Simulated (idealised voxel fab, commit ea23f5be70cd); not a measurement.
process module | voxel capacitor over wiring
cross-section cut | 140 nm wide | cells 5 nm
A cross-section is a grid of square cells, given in bands from the top down. A band is one or more rows of cells.
Each band's line starts with the height of the band's top and of its bottom, in nm. Then come its materials from left to right, each with its width in nm. One material with "throughout" fills the band from edge to edge. "air" is empty space.
Height 0 is the level under which the wafer as received is all one material. The lowest band goes on downwards, as in "0 down".
A width such as "30 to 40" changes by the same amount from each row of cells to the next, from the band's top row to its bottom row.
"no change" after a step means that no cell of the cross-section changed.
closed voids: empty space of 8 cells or more with no open way to the top, each as width x height at its distance from the left edge, in nm
after a step's settings: what the simulator itself notes on the step
overlay nm, on a step with a mask: how far to the right of its planned place the mask lay; to the left if negative
plan
1 op RECEIVE | material Si
2 op CONFORMAL_DEP | material SiO2 | thk nm 10
3 op CONFORMAL_DEP | material SiN | thk nm 5
4 op DIRECTIONAL_DEP | material SiO2 | thk nm 15
5 op DIRECTIONAL_DEP | material aC | thk nm 10
6 op PATTERN | tone open | mask id METAL_1 | material resist | width nm 25 | pitch nm 80 | thk nm 25 | overlay nm 0
7 op DIRECTIONAL_ETCH | etch materials aC | depth nm 10
8 op STRIP | etch materials resist
9 op DIRECTIONAL_ETCH | etch materials SiO2 | depth nm 15
10 op DIRECTIONAL_ETCH | etch materials SiN | depth nm 5
11 op STRIP | etch materials aC
12 op CONFORMAL_DEP | material TiN | thk nm 5
13 op FILL_DEP | material W | thk nm 10
14 op CMP | height nm 30
15 op EPI | material Ru | thk nm 5
16 op FILL_DEP | material SiCN | thk nm 5
17 op DIRECTIONAL_DEP | material SiO2 | thk nm 20
18 op DIRECTIONAL_DEP | material aC | thk nm 15
19 op PATTERN | tone open | mask id PLUG_1 | material resist | width nm 15 | thk nm 30 | overlay nm 0
20 op DIRECTIONAL_ETCH | etch materials aC | depth nm 15
21 op STRIP | etch materials resist
22 op DIRECTIONAL_ETCH | etch materials SiO2 | depth nm 20
23 op DIRECTIONAL_ETCH | etch materials SiCN | depth nm 5
24 op STRIP | etch materials aC
25 op EPI | material Ru | thk nm 10
26 op EPI | material Ru | thk nm 10
27 op EPI | material Ru | thk nm 5
28 op DIRECTIONAL_DEP | material TiN | thk nm 10
29 op DIRECTIONAL_DEP | material SiN | thk nm 5
30 op DIRECTIONAL_DEP | material TiN | thk nm 10
31 op DIRECTIONAL_DEP | material aC | thk nm 15
32 op PATTERN | tone cover | mask id UPPER_PLATE | material resist | width nm 60 | thk nm 35 | overlay nm 0
33 op DIRECTIONAL_ETCH | etch materials aC | depth nm 15
34 op STRIP | etch materials resist
35 op DIRECTIONAL_ETCH | etch materials TiN | depth nm 10
36 op DIRECTIONAL_ETCH | etch materials SiN | depth nm 5
37 op STRIP | etch materials aC
38 op DIRECTIONAL_DEP | material aC | thk nm 15
39 op PATTERN | tone cover | mask id LOWER_PLATE | material resist | width nm 70 | thk nm 30 | overlay nm 0
40 op DIRECTIONAL_ETCH | etch materials aC | depth nm 15
41 op STRIP | etch materials resist
42 op DIRECTIONAL_ETCH | etch materials TiN | depth nm 10
43 op STRIP | etch materials aC
44 op FILL_DEP | material SiO2 | thk nm 15
45 op CMP | height nm 95
46 op DIRECTIONAL_DEP | material aC | thk nm 15
47 op PATTERN | tone open | mask id PLUG_2 | material resist | width nm 15 | thk nm 35 | overlay nm 0
48 op DIRECTIONAL_ETCH | etch materials aC | depth nm 15
49 op STRIP | etch materials resist
50 op DIRECTIONAL_ETCH | etch materials SiO2 | depth nm 10
51 op STRIP | etch materials aC
52 op CONFORMAL_DEP | material TiN | thk nm 5
53 op FILL_DEP | material Cu | thk nm 5
54 op CMP | height nm 95
55 op CONFORMAL_DEP | material SiCN | thk nm 5
as received, after step 1
  0 down: Si throughout
  closed voids: none
a wafer at the end: this start, this plan, one mistake
  100 to 95: SiCN throughout
  95 to 90: SiO2 30 | TiN 5 | Cu 15 | TiN 5 | SiO2 85
  90 to 85: SiO2 30 | TiN 25 | SiO2 85
  85 to 75: SiO2 25 | TiN 60 | SiO2 55
  75 to 70: SiO2 25 | SiN 60 | SiO2 55
  70 to 60: SiO2 20 | TiN 70 | SiO2 50
  60 to 40: SiO2 25 | Ru 15 | SiO2 100
  40 to 35: SiCN 25 | Ru 15 | SiCN 100
  35 to 30: SiCN 10 | Ru 35 | SiCN 45 | Ru 35 | SiCN 15
  30 to 15: SiO2 15 | TiN 5 | W 15 | TiN 5 | SiO2 55 | TiN 5 | W 15 | TiN 5 | SiO2 20
  15 to 10: SiN 15 | TiN 25 | SiN 55 | TiN 25 | SiN 20
  10 to 0: SiO2 throughout
  0 down: Si throughout
  closed voids: none
what went wrong: step 47 ran as: op PATTERN | tone open | mask id PLUG_2 | material resist | width nm 25 | thk nm 35 | overlay nm 0
